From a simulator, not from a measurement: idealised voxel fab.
A process module follows: voxel transistor to metal.
The width of the displayed cross-section, cut, is 150 nm; its cells are square, with a size of 5 nm.
In what follows, cross-sections appear as grids of square cells, described through bands that run from the top down, where every band is one or more rows of cells.
What a band's entry tells you: where the top is and where the bottom is, as heights in nm, and after that what lies inside, material by material from left to right, each with its width in nm. Empty space is written as the word "air", and a single material marked with the word "all across" occupies the band from edge to edge.
Heights are expressed relative to 0, this being the level below which the as-received wafer comprises one material exclusively. The lowest band is unbounded in the downward direction and is denoted as in "z 0 and below".
Note: "30 to 40" means the width goes from the first number (top row of the band) to the second number (bottom row) in equal steps per row of cells.
"same as before" for a step: no cell of the cross-section changed in that step.
"Unvented internal voids": sealed empty spaces, 8 cells or more, no open way to top, listed width x height at distance, with distance from the left edge and width, height and distance in nm.
Text after the settings on a step's line: the simulator's own remark on that step.
overlay nm: mask right of planned place by this much (step with mask). Neg. = left.

# Planned process steps
1. RECEIVE,material Si
2. OXIDIZE,depth nm 5
3. CONFORMAL_DEP,material SiN,thk nm 15
4. DIRECTIONAL_DEP,material aC,thk nm 15
5. PATTERN,tone cover,mask id ACTIVE,material resist,width nm 110,thk nm 30,overlay nm 0
6. DIRECTIONAL_ETCH,etch materials aC,depth nm 15
7. STRIP,etch materials resist
8. DIRECTIONAL_ETCH,etch materials SiN,depth nm 15
9. DIRECTIONAL_ETCH,etch materials SiO2,depth nm 5
10. DIRECTIONAL_ETCH,etch materials Si,depth nm 20
11. STRIP,etch materials aC
12. OXIDIZE,depth nm 5
13. FILL_DEP,material SiO2,thk nm 10
14. CMP,height nm 15
15. SELECTIVE_ETCH,etch materials SiO2,depth nm 5
16. STRIP,etch materials SiN
17. SELECTIVE_ETCH,etch materials SiO2,depth nm 5
18. OXIDIZE,depth nm 5
19. DIRECTIONAL_DEP,material polySi,thk nm 20
20. DIRECTIONAL_DEP,material SiCN,thk nm 10
21. DIRECTIONAL_DEP,material aC,thk nm 15
22. PATTERN,tone cover,mask id GATE,material resist,width nm 30,thk nm 35,overlay nm 0
23. DIRECTIONAL_ETCH,etch materials aC,depth nm 15
24. STRIP,etch materials resist
25. DIRECTIONAL_ETCH,etch materials SiCN,depth nm 20
26. DIRECTIONAL_ETCH,etch materials polySi,depth nm 30
27. STRIP,etch materials aC
28. CONFORMAL_DEP,material SiO2,thk nm 5
29. DIRECTIONAL_ETCH,etch materials SiO2,depth nm 5
30. CONFORMAL_DEP,material SiN,thk nm 5
31. DIRECTIONAL_ETCH,etch materials SiN,depth nm 5
32. DIRECTIONAL_ETCH,etch materials SiO2,depth nm 5
33. DIRECTIONAL_ETCH,etch materials Si,depth nm 15
34. EPI,material SiGe,thk nm 15
35. FILL_DEP,material SiO2,thk nm 5
36. CMP,height nm 15
37. STRIP,etch materials polySi
38. SELECTIVE_ETCH,etch materials SiO2,depth nm 5
39. CONFORMAL_DEP,material HfO2,thk nm 5
40. CONFORMAL_DEP,material TiN,thk nm 5
41. FILL_DEP,material W,thk nm 5
42. CMP,height nm 10
43. DIRECTIONAL_DEP,material SiO2,thk nm 15
44. PATTERN,tone open,mask id CONTACT,material resist,width nm 15,pitch nm 85,thk nm 20,overlay nm 0
45. DIRECTIONAL_ETCH,etch materials SiO2,depth nm 35
46. STRIP,etch materials resist
47. CONFORMAL_DEP,material TiN,thk nm 5
48. FILL_DEP,material W,thk nm 10
49. CMP,height nm 25
50. CONFORMAL_DEP,material SiN,thk nm 5
51. DIRECTIONAL_DEP,material SiO2,thk nm 25
52. PATTERN,tone open,mask id METAL_1,material resist,width nm 15,pitch nm 85,thk nm 15,overlay nm 0
53. DIRECTIONAL_ETCH,etch materials SiO2,depth nm 25
54. DIRECTIONAL_ETCH,etch materials SiN,depth nm 5
55. STRIP,etch materials resist
56. CONFORMAL_DEP,material TiN,thk nm 5
57. FILL_DEP,material Cu,thk nm 10
58. CMP,height nm 55
59. EPI,material Ru,thk nm 5
60. FILL_DEP,material SiCN,thk nm 5
61. DIRECTIONAL_DEP,material lowk,thk nm 35
62. DIRECTIONAL_DEP,material aC,thk nm 10
63. PATTERN,tone open,mask id METAL_2,material resist,width nm 15,pitch nm 85,thk nm 25,overlay nm 0
64. DIRECTIONAL_ETCH,etch materials aC,depth nm 10
65. STRIP,etch materials resist
66. DIRECTIONAL_ETCH,etch materials lowk,depth nm 20
67. STRIP,etch materials aC
68. DIRECTIONAL_DEP,material aC,thk nm 15
69. PATTERN,tone open,mask id METAL_2_HOLES,material resist,width nm 15,pitch nm 85,thk nm 35,overlay nm 0
70. DIRECTIONAL_ETCH,etch materials aC,depth nm 15
71. STRIP,etch materials resist
72. DIRECTIONAL_ETCH,etch materials lowk,depth nm 15
73. DIRECTIONAL_ETCH,etch materials SiCN,depth nm 5
74. STRIP,etch materials aC
75. CONFORMAL_DEP,material TiN,thk nm 5
76. FILL_DEP,material Cu,thk nm 5
77. CMP,height nm 100
78. CONFORMAL_DEP,material SiCN,thk nm 5

# The cross-section here shows the wafer as received, i.e. in its state after step 1
	z 0 and below | Si all across
	Unvented internal voids: none

# Cross-section taken at module completion on the first of two wafers; processed per the plan
	z 105 to 100 | SiCN all across
	z 100 to 65 | lowk=25; TiN=5; Cu=5; TiN=5; lowk=70; TiN=5; Cu=5; TiN=5; lowk=25
	z 65 to 60 | SiCN=25; TiN=15; SiCN=70; TiN=15; SiCN=25
	z 60 to 55 | SiCN=20; Ru=25; SiCN=60; Ru=25; SiCN=20
	z 55 to 30 | SiO2=25; TiN=5; Cu=5; TiN=5; SiO2=70; TiN=5; Cu=5; TiN=5; SiO2=25
	z 30 to 25 | SiN=25; TiN=15; SiN=70; TiN=15; SiN=25
	z 25 to 10 | SiO2=25; TiN=5; W=5; TiN=5; SiO2=70; TiN=5; W=5; TiN=5; SiO2=25
	z 10 to 5 | SiO2=25; TiN=15; SiO2=10; SiN=5; HfO2=5; TiN=5; W=20; TiN=5; HfO2=5; SiN=5; SiO2=10; TiN=15; SiO2=25
	z 5 to 0 | SiO2=20; SiN=5; TiN=10; SiGe=15; SiN=5; HfO2=5; TiN=5; W=20; TiN=5; HfO2=5; SiN=5; SiGe=15; TiN=10; SiN=5; SiO2=20
	z 0 to -5 | SiO2=20; SiN=5; TiN=10; SiGe=15; SiN=5; HfO2=5; TiN=30; HfO2=5; SiN=5; SiGe=15; TiN=10; SiN=5; SiO2=20
	z -5 to -10 | SiO2=25; TiN=10; SiGe=15; SiO2=5; HfO2=40; SiO2=5; SiGe=15; TiN=10; SiO2=25
	z -10 to -25 | SiO2=25; SiGe=25; Si=50; SiGe=25; SiO2=25
	z -25 to -30 | SiO2=25; Si=100; SiO2=25
	z -30 and below | Si all across
	Unvented internal voids: none

# This cross-section belongs to the second wafer of two at the end of the module; the start and the plan were shared with the first, and the run included one mistake
	z 105 to 100 | SiCN all across
	z 100 to 65 | lowk=25; TiN=5; Cu=5; TiN=5; lowk=70; TiN=5; Cu=5; TiN=5; lowk=25
	z 65 to 60 | SiCN=25; TiN=15; SiCN=70; TiN=15; SiCN=25
	z 60 to 55 | SiCN=20; Ru=25; SiCN=60; Ru=25; SiCN=20
	z 55 to 30 | SiO2=25; TiN=5; Cu=5; TiN=5; SiO2=70; TiN=5; Cu=5; TiN=5; SiO2=25
	z 30 to 25 | SiN=25; TiN=15; SiN=70; TiN=15; SiN=25
	z 25 to 10 | SiO2=25; TiN=5; W=5; TiN=5; SiO2=70; TiN=5; W=5; TiN=5; SiO2=25
	z 10 to 5 | SiO2=25; TiN=15; SiO2=10; SiN=5; HfO2=5; TiN=5; W=20; TiN=5; HfO2=5; SiN=5; SiO2=10; TiN=15; SiO2=25
	z 5 to 0 | SiO2=25; SiN=5; TiN=5; SiGe=15; SiN=5; HfO2=5; TiN=5; W=20; TiN=5; HfO2=5; SiN=5; SiGe=15; TiN=10; SiN=5; SiO2=20
	z 0 to -5 | SiO2=25; SiN=5; TiN=5; SiGe=15; SiN=5; HfO2=5; TiN=30; HfO2=5; SiN=5; SiGe=15; TiN=10; SiN=5; SiO2=20
	z -5 to -10 | SiO2=30; TiN=5; SiGe=15; SiO2=5; HfO2=40; SiO2=5; SiGe=15; TiN=10; SiO2=25
	z -10 to -25 | SiO2=30; SiGe=20; Si=50; SiGe=25; SiO2=25
	z -25 to -30 | SiO2=30; Si=95; SiO2=25
	z -30 and below | Si all across
	Unvented internal voids: none
Where did the run depart from the plan? step 5 was processed under conditions differing from the plan, specifically as PATTERN,tone cover,mask id ACTIVE,material resist,width nm 105,thk nm 30,overlay nm 0
Wafer comparison, final, in cells, second relative to first, materials more or fewer: Si: 1 fewer; SiGe: 3 fewer; SiO2: 7 more; TiN: 3 fewer
